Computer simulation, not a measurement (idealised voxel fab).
The following process module bears the name voxel wiring stack.
We display cut, a cross-section 240 nm in width whose square cells are each 5 nm.
The cross-sections in this document take the form of a grid made of square cells. They are written out as bands, in order from top to bottom. Each band consists of one or more rows of cells.
Top, bottom (nm), then materials left to right with widths (nm); lone material tagged "everywhere" fills the whole band edge to edge; "air" = empty space.
Heads up on the height convention: 0 is the point under which the incoming wafer is all one material, and the lowest band has no bottom, it just keeps going down, like "z 0 and below".
The expression "30->40" gives the width at the extremes of the band, the first number at its top row of cells and the second at its bottom row, with the width changing by equal amounts from each row to the next in between.
Reading "no modifications" for a step: not a cell of the cross-section changed in it.
Enclosed voids (no open way to top), threshold 8 cells or more, entry "Trapped voids", notation width x height at distance, distance from left edge, nm.
If you see something after the settings on a step's line, that's the simulator's own remark about that step.
For masked steps, "overlay nm" on the step line gives how far right of plan the mask actually lay; a minus sign means it lay to the left.
Listed below are the process steps as planned
1 RECEIVE [material Si]
2 CONFORMAL_DEP [material SiO2] [thk nm 15]
3 DIRECTIONAL_DEP [material TiN] [thk nm 5]
4 DIRECTIONAL_DEP [material W] [thk nm 20]
5 DIRECTIONAL_DEP [material aC] [thk nm 15]
6 PATTERN [tone cover] [mask id METAL_1] [material resist] [width nm 20] [pitch nm 40] [thk nm 35] [overlay nm 0]
7 DIRECTIONAL_ETCH [etch materials aC] [depth nm 15]
8 STRIP [etch materials resist]
9 DIRECTIONAL_ETCH [etch materials W] [depth nm 20]
10 DIRECTIONAL_ETCH [etch materials TiN] [depth nm 5]
11 STRIP [etch materials aC]
12 CONFORMAL_DEP [material SiCN] [thk nm 5]
13 FILL_DEP [material lowk] [thk nm 5]
14 CMP [height nm 40]
15 CONFORMAL_DEP [material SiCN] [thk nm 5]
16 DIRECTIONAL_DEP [material lowk] [thk nm 20]
17 DIRECTIONAL_DEP [material aC] [thk nm 15]
18 PATTERN [tone open] [mask id PLUG_1] [material resist] [width nm 15] [pitch nm 40] [thk nm 30] [overlay nm 0]
19 DIRECTIONAL_ETCH [etch materials aC] [depth nm 15]
20 STRIP [etch materials resist]
21 DIRECTIONAL_ETCH [etch materials lowk] [depth nm 20]
22 DIRECTIONAL_ETCH [etch materials SiCN] [depth nm 5]
23 STRIP [etch materials aC]
24 EPI [material Ru] [thk nm 10]
25 EPI [material Ru] [thk nm 10]
26 EPI [material Ru] [thk nm 5]
27 DIRECTIONAL_DEP [material TiN] [thk nm 5]
28 DIRECTIONAL_DEP [material Ru] [thk nm 15]
29 DIRECTIONAL_DEP [material aC] [thk nm 10]
30 PATTERN [tone cover] [mask id METAL_2] [material resist] [width nm 20] [pitch nm 40] [thk nm 30] [overlay nm 0]
31 DIRECTIONAL_ETCH [etch materials aC] [depth nm 10]
32 STRIP [etch materials resist]
33 DIRECTIONAL_ETCH [etch materials Ru] [depth nm 15]
34 DIRECTIONAL_ETCH [etch materials TiN] [depth nm 5]
35 STRIP [etch materials aC]
36 FILL_DEP [material SiO2] [thk nm 10]
37 CMP [height nm 85]
38 CONFORMAL_DEP [material SiN] [thk nm 5]
Wafer at receipt (post step 1), cross-section
	z 0 and below = Si everywhere
	Trapped voids: none
What the wafer looks like in cross-section after this module, when it starts as shown above and follows the plan above but one mistake is made in running it
	z 90 to 85 = SiN everywhere
	z 85 to 80 = SiO2 everywhere
	z 80 to 65 = SiO2 50, Ru 20, SiO2 20, Ru 20, SiO2 20, Ru 20, SiO2 20, Ru 20, SiO2 50
	z 65 to 45 = lowk 50, Ru 15, lowk 25, Ru 15, lowk 25, Ru 15, lowk 25, Ru 15, lowk 55
	z 45 to 40 = SiCN 50, Ru 15, SiCN 25, Ru 15, SiCN 25, Ru 15, SiCN 25, Ru 15, SiCN 55
	z 40 to 20 = lowk 45, SiCN 5, W 20, SiCN 5, lowk 10, SiCN 5, W 20, SiCN 5, lowk 10, SiCN 5, W 20, SiCN 5, lowk 10, SiCN 5, W 20, SiCN 5, lowk 45
	z 20 to 15 = SiCN 50, TiN 20, SiCN 20, TiN 20, SiCN 20, TiN 20, SiCN 20, TiN 20, SiCN 50
	z 15 to 0 = SiO2 everywhere
	z 0 and below = Si everywhere
	Trapped voids: none
Processing error: execution of step 27 of the plan did not take place, the step having been omitted
